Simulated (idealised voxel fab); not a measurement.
Process module under the name voxel plated lines
The width of the displayed cross-section, cut, is 265 nm; its cells are square, with a size of 5 nm.
We lay out every cross-section as a grid of square cells and spell it out in bands from the top down, where one band means one or more rows of cells.
Top height, bottom height, nm. Materials left to right, width each, nm. Single material + "edge to edge" = fills band edge to edge. "air" = empty.
Heads up on the height convention: 0 is the point under which the incoming wafer is all one material, and the lowest band has no bottom, it just keeps going down, like "top 0, no bottom".
A two-number width, for instance "30..40", indicates that the width is equal to the first number in the top row of the band and to the second number in the bottom row, and that it changes by a constant amount per row of cells.
For the purposes of this document, the phrase "no alteration" attached to a step denotes that no cell within the cross-section was modified by that step.
"Voids, enclosed" - sealed voids, min. 8 cells, no opening to top; format: width x height at distance (distance from left edge; nm throughout).
That trailing text on a step's line, after the settings, is the simulator's own remark on the step.
What "overlay nm" on a step's line means: if the step has a mask, that mask lay this far to the right of its planned place, or, when the value is negative, to the left.

PROCESS STEPS (PLANNED)
1 RECEIVE,material Si
2 CONFORMAL_DEP,material Al2O3,thk nm 10
3 DIRECTIONAL_DEP,material TiN,thk nm 5
4 PATTERN,tone open,mask id LINES,material resist,width nm 15,pitch nm 45,thk nm 20,overlay nm 0
5 EPI,material Ru,thk nm 5
6 STRIP,etch materials resist
7 DIRECTIONAL_ETCH,etch materials TiN,depth nm 5
8 CONFORMAL_DEP,material SiCN,thk nm 10
For this document, wafers share an identical start and vary in the step 4 width nm; the plan quotes the first wafer's value.

SO THIS IS THE FIRST OF SEVERAL WAFERS, CROSS-SECTIONED AS IT CAME TO US, MEANING IT'S AT THE END OF STEP 1
> top 0, no bottom | Si edge to edge
> Voids, enclosed: none

ROW PER WAFER, END-OF-MODULE: CELL GAIN (+)/LOSS (-) BY MATERIAL SINCE THE WAFER CAME IN, THEN CLOSED VOIDS
width nm 15, +106 Al2O3, +6 Ru, +122 SiCN, +6 TiN, Voids, enclosed: none
width nm 20, +106 Al2O3, +8 Ru, +122 SiCN, +8 TiN, Voids, enclosed: none
width nm 25, +106 Al2O3, +10 Ru, +122 SiCN, +10 TiN, Voids, enclosed: none
width nm 30, +106 Al2O3, +12 Ru, +120 SiCN, +12 TiN, Voids, enclosed: none
